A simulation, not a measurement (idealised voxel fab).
Proc. module: voxel wiring stack
The figure presents cross-section cut, which has a width of 230 nm and is divided into square cells with an edge length of 5 nm.
We lay out every cross-section as a grid of square cells and spell it out in bands from the top down, where one band means one or more rows of cells.
Top, bottom (nm), then materials left to right with widths (nm); lone material tagged "edge to edge" fills the whole band edge to edge; "empty" = empty space.
Counting heights begins at 0, where everything beneath is, in the wafer as received, one material. The lowest band has no bottom; it goes on downwards, as "0 and below" shows.
Width spec "30 to 40" -> top row of cells at first value, bottom row at second value, equal per-row change in between.
"changes: none" for a step: no cell of the cross-section changed in that step.
Enclosed voids (no open way to top), threshold 8 cells or more, entry "Sealed void listing", notation width x height at distance, distance from left edge, nm.
Note: text after step settings on the step line = simulator remark on that step.
The "overlay nm" setting may appear on a step's line; for a step that uses a mask, it gives how far to the right of its planned position the mask lay, and a negative value indicates the left.
## Process steps - plan
1,RECEIVE: material Si
2,CONFORMAL_DEP: material SiO2, thk nm 10
3,CONFORMAL_DEP: material SiCN, thk nm 5
4,DIRECTIONAL_DEP: material SiO2, thk nm 15
5,MASKED_ETCH: tone open, mask id METAL_1, width nm 20, pitch nm 35, etch materials SiO2, depth nm 15, overlay nm 0
6,MASKED_ETCH: tone open, mask id METAL_1, width nm 20, pitch nm 35, etch materials SiCN, depth nm 5, overlay nm 0
7,CONFORMAL_DEP: material TiN, thk nm 5
8,FILL_DEP: material W, thk nm 5
9,CMP: height nm 30
10,EPI: material Ru, thk nm 5
11,FILL_DEP: material SiCN, thk nm 5
12,DIRECTIONAL_DEP: material lowk, thk nm 20
13,MASKED_ETCH: tone open, mask id PLUG_1, width nm 15, pitch nm 35, etch materials lowk, depth nm 20, overlay nm 0
14,MASKED_ETCH: tone open, mask id PLUG_1, width nm 15, pitch nm 35, etch materials SiCN, depth nm 5, overlay nm 0
15,CONFORMAL_DEP: material TiN, thk nm 5
16,FILL_DEP: material Cu, thk nm 10
17,CMP: height nm 60
18,DIRECTIONAL_DEP: material TiN, thk nm 5
19,DIRECTIONAL_DEP: material W, thk nm 20
20,PATTERN: tone cover, mask id METAL_2, material resist, width nm 20, pitch nm 35, thk nm 15, overlay nm 0
21,DIRECTIONAL_ETCH: etch materials W, depth nm 20
22,DIRECTIONAL_ETCH: etch materials TiN, depth nm 5
23,STRIP: etch materials resist
24,FILL_DEP: material lowk, thk nm 10
25,CMP: height nm 85
26,CONFORMAL_DEP: material SiCN, thk nm 5
27,DIRECTIONAL_DEP: material SiO2, thk nm 30
28,DIRECTIONAL_DEP: material aC, thk nm 10
29,PATTERN: tone open, mask id METAL_3_HOLES, material resist, width nm 15, pitch nm 70, thk nm 25, overlay nm 0
30,DIRECTIONAL_ETCH: etch materials aC, depth nm 10
31,STRIP: etch materials resist
32,DIRECTIONAL_ETCH: etch materials SiO2, depth nm 30
33,STRIP: etch materials aC
34,PATTERN: tone open, mask id METAL_3, material resist, width nm 20, pitch nm 35, thk nm 20, overlay nm 0
35,DIRECTIONAL_ETCH: etch materials SiO2, depth nm 15
36,DIRECTIONAL_ETCH: etch materials SiCN, depth nm 5
37,STRIP: etch materials resist
38,CONFORMAL_DEP: material TiN, thk nm 5
39,FILL_DEP: material Cu, thk nm 5
40,CMP: height nm 120
41,CONFORMAL_DEP: material SiCN, thk nm 5
## Shown in cross-section is the wafer as received, that is, as it stands after step 1
	0 and below: Si edge to edge
	Sealed void listing: none
## First of two wafers: cross-section at end of module, run per plan
	125 down to 120: SiCN edge to edge
	120 down to 110: 50 SiO2 | 5 TiN | 10 Cu | 5 TiN | 15 SiO2 | 5 TiN | 10 Cu | 5 TiN | 15 SiO2 | 5 TiN | 10 Cu | 5 TiN | 15 SiO2 | 5 TiN | 10 Cu | 5 TiN | 55 SiO2
	110 down to 105: 50 SiO2 | 5 TiN | 5 Cu | 10 TiN | 15 SiO2 | 20 TiN | 15 SiO2 | 5 TiN | 5 Cu | 10 TiN | 15 SiO2 | 20 TiN | 55 SiO2
	105 down to 90: 50 SiO2 | 5 TiN | 5 Cu | 5 TiN | 55 SiO2 | 5 TiN | 5 Cu | 5 TiN | 95 SiO2
	90 down to 85: 50 SiCN | 15 TiN | 55 SiCN | 15 TiN | 95 SiCN
	85 down to 65: 50 lowk | 20 W | 15 lowk | 20 W | 15 lowk | 20 W | 15 lowk | 20 W | 55 lowk
	65 down to 60: 50 lowk | 20 TiN | 15 lowk | 20 TiN | 15 lowk | 20 TiN | 15 lowk | 20 TiN | 55 lowk
	60 down to 40: 50 lowk | 5 TiN | 5 Cu | 5 TiN | 20 lowk | 5 TiN | 5 Cu | 5 TiN | 20 lowk | 5 TiN | 5 Cu | 5 TiN | 20 lowk | 5 TiN | 5 Cu | 5 TiN | 60 lowk
	40 down to 35: 50 SiCN | 15 TiN | 20 SiCN | 15 TiN | 20 SiCN | 15 TiN | 20 SiCN | 15 TiN | 60 SiCN
	35 down to 30: 45 SiCN | 30 Ru | 5 SiCN | 30 Ru | 5 SiCN | 30 Ru | 5 SiCN | 30 Ru | 50 SiCN
	30 down to 15: 50 SiO2 | 5 TiN | 10 W | 5 TiN | 15 SiO2 | 5 TiN | 10 W | 5 TiN | 15 SiO2 | 5 TiN | 10 W | 5 TiN | 15 SiO2 | 5 TiN | 10 W | 5 TiN | 55 SiO2
	15 down to 10: 50 SiCN | 20 TiN | 15 SiCN | 20 TiN | 15 SiCN | 20 TiN | 15 SiCN | 20 TiN | 55 SiCN
	10 down to 0: SiO2 edge to edge
	0 and below: Si edge to edge
	Sealed void listing: none
## Same start, same plan as the first wafer - but one mistake in the run. Cross-section of the second of the two at the end of the module
	125 down to 120: SiCN edge to edge
	120 down to 110: 50 SiO2 | 5 TiN | 10 Cu | 5 TiN | 15 SiO2 | 5 TiN | 10 Cu | 5 TiN | 15 SiO2 | 5 TiN | 10 Cu | 5 TiN | 15 SiO2 | 5 TiN | 10 Cu | 5 TiN | 55 SiO2
	110 down to 105: 50 SiO2 | 5 TiN | 5 Cu | 10 TiN | 15 SiO2 | 20 TiN | 15 SiO2 | 5 TiN | 5 Cu | 10 TiN | 15 SiO2 | 20 TiN | 55 SiO2
	105 down to 90: 50 SiO2 | 5 TiN | 5 Cu | 5 TiN | 55 SiO2 | 5 TiN | 5 Cu | 5 TiN | 95 SiO2
	90 down to 85: 50 SiCN | 15 TiN | 55 SiCN | 15 TiN | 95 SiCN
	85 down to 65: 50 lowk | 20 W | 15 lowk | 20 W | 15 lowk | 20 W | 15 lowk | 20 W | 55 lowk
	65 down to 60: 50 lowk | 20 TiN | 15 lowk | 20 TiN | 15 lowk | 20 TiN | 15 lowk | 20 TiN | 55 lowk
	60 down to 55: 40 Cu | 15 TiN | 5 Cu | 30 TiN | 5 Cu | 30 TiN | 5 Cu | 30 TiN | 5 Cu | 20 TiN | 45 Cu
	55 down to 50: 45 TiN | 5 lowk | 5 TiN | 5 Cu | 5 TiN | 10 lowk | 5 TiN | 5 lowk | 5 TiN | 5 Cu | 5 TiN | 10 lowk | 5 TiN | 5 lowk | 5 TiN | 5 Cu | 5 TiN | 10 lowk | 5 TiN | 5 lowk | 5 TiN | 5 Cu | 5 TiN | 10 lowk | 50 TiN
	50 down to 40: 50 lowk | 5 TiN | 5 Cu | 5 TiN | 20 lowk | 5 TiN | 5 Cu | 5 TiN | 20 lowk | 5 TiN | 5 Cu | 5 TiN | 20 lowk | 5 TiN | 5 Cu | 5 TiN | 60 lowk
	40 down to 35: 50 lowk | 15 TiN | 20 lowk | 15 TiN | 20 lowk | 15 TiN | 20 lowk | 15 TiN | 60 lowk
	35 down to 30: 45 lowk | 30 Ru | 5 lowk | 30 Ru | 5 lowk | 30 Ru | 5 lowk | 30 Ru | 50 lowk
	30 down to 15: 50 SiO2 | 5 TiN | 10 W | 5 TiN | 15 SiO2 | 5 TiN | 10 W | 5 TiN | 15 SiO2 | 5 TiN | 10 W | 5 TiN | 15 SiO2 | 5 TiN | 10 W | 5 TiN | 55 SiO2
	15 down to 10: 50 SiCN | 20 TiN | 15 SiCN | 20 TiN | 15 SiCN | 20 TiN | 15 SiCN | 20 TiN | 55 SiCN
	10 down to 0: SiO2 edge to edge
	0 and below: Si edge to edge
	Sealed void listing: none
What was the processing mistake? step 11 in the plan did not get run; it was skipped
Final wafer comparison in cells, second versus first, more or fewer per material: 17 more of Cu, 56 fewer of SiCN, 39 more of TiN
